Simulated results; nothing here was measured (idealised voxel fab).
The process module that follows is named voxel spacer lines.
Square cell edge 5 nm, section width 210 nm, ID cut.
Heads up, the way a cross-section reads in here is a grid of square cells, handed over as bands from the top down, with every band being one or more rows of cells.
Band: top and bottom heights (nm) first, top before bottom; then materials from left to right, widths in nm. "edge to edge" marks a sole material filling the band edge to edge. "blank" denotes empty space.
Heights are expressed relative to 0, this being the level below which the as-received wafer comprises one material exclusively. The lowest band is unbounded in the downward direction and is denoted as in "z 0 and below".
The width entry "30 to 40" should be interpreted row by row: the top row of cells in the band takes the first number, the bottom row takes the second number, and the change between adjacent rows is uniform throughout.
For the purposes of this document, the phrase "remained the same" attached to a step denotes that no cell within the cross-section was modified by that step.
"Closed void roster" lists enclosed empty spaces (at least 8 cells, no open path upward to the top), each as width x height at distance from the left edge, in nm.
Post-settings text on a step line: simulator's own remark regarding the step.
The "overlay nm" setting may appear on a step's line; for a step that uses a mask, it gives how far to the right of its planned position the mask lay, and a negative value indicates the left.

-- The following list gives the planned process steps
| 1 | RECEIVE with material Si |
| 2 | CONFORMAL_DEP with material Al2O3, thk nm 10 |
| 3 | DIRECTIONAL_DEP with material W, thk nm 15 |
| 4 | DIRECTIONAL_DEP with material aC, thk nm 30 |
| 5 | PATTERN with tone cover, mask id MANDREL, material resist, width nm 15, pitch nm 70, thk nm 35, overlay nm 0 |
| 6 | DIRECTIONAL_ETCH with etch materials aC, depth nm 30 |
| 7 | STRIP with etch materials resist |
| 8 | CONFORMAL_DEP with material SiO2, thk nm 15 |
| 9 | DIRECTIONAL_ETCH with etch materials SiO2, depth nm 15 |
| 10 | STRIP with etch materials aC |
| 11 | DIRECTIONAL_ETCH with etch materials W, depth nm 15 |
| 12 | STRIP with etch materials SiO2 |
| 13 | FILL_DEP with material lowk, thk nm 10 |
| 14 | CMP with height nm 25 |
All wafers enter the flow in the same state. The width nm at step 5 differs from wafer to wafer, and the plan gives the value for the first wafer.

-- Step 1 complete: as-received cross-section of the first of several wafers
z 0 and below: Si edge to edge
Closed void roster: none

-- Here is how to read the rows: every wafer has a row, and it shows the wafer at the end of the module, giving for each material how many cells were gained (+) or lost (-) since the wafer was received, then listing its closed voids
width nm 15, +84 Al2O3, +36 W, +90 lowk, Closed void roster: none
width nm 20, +84 Al2O3, +36 W, +90 lowk, Closed void roster: none
width nm 25, +84 Al2O3, +36 W, +90 lowk, Closed void roster: none
width nm 30, +84 Al2O3, +36 W, +90 lowk, Closed void roster: none
width nm 35, +84 Al2O3, +36 W, +90 lowk, Closed void roster: none
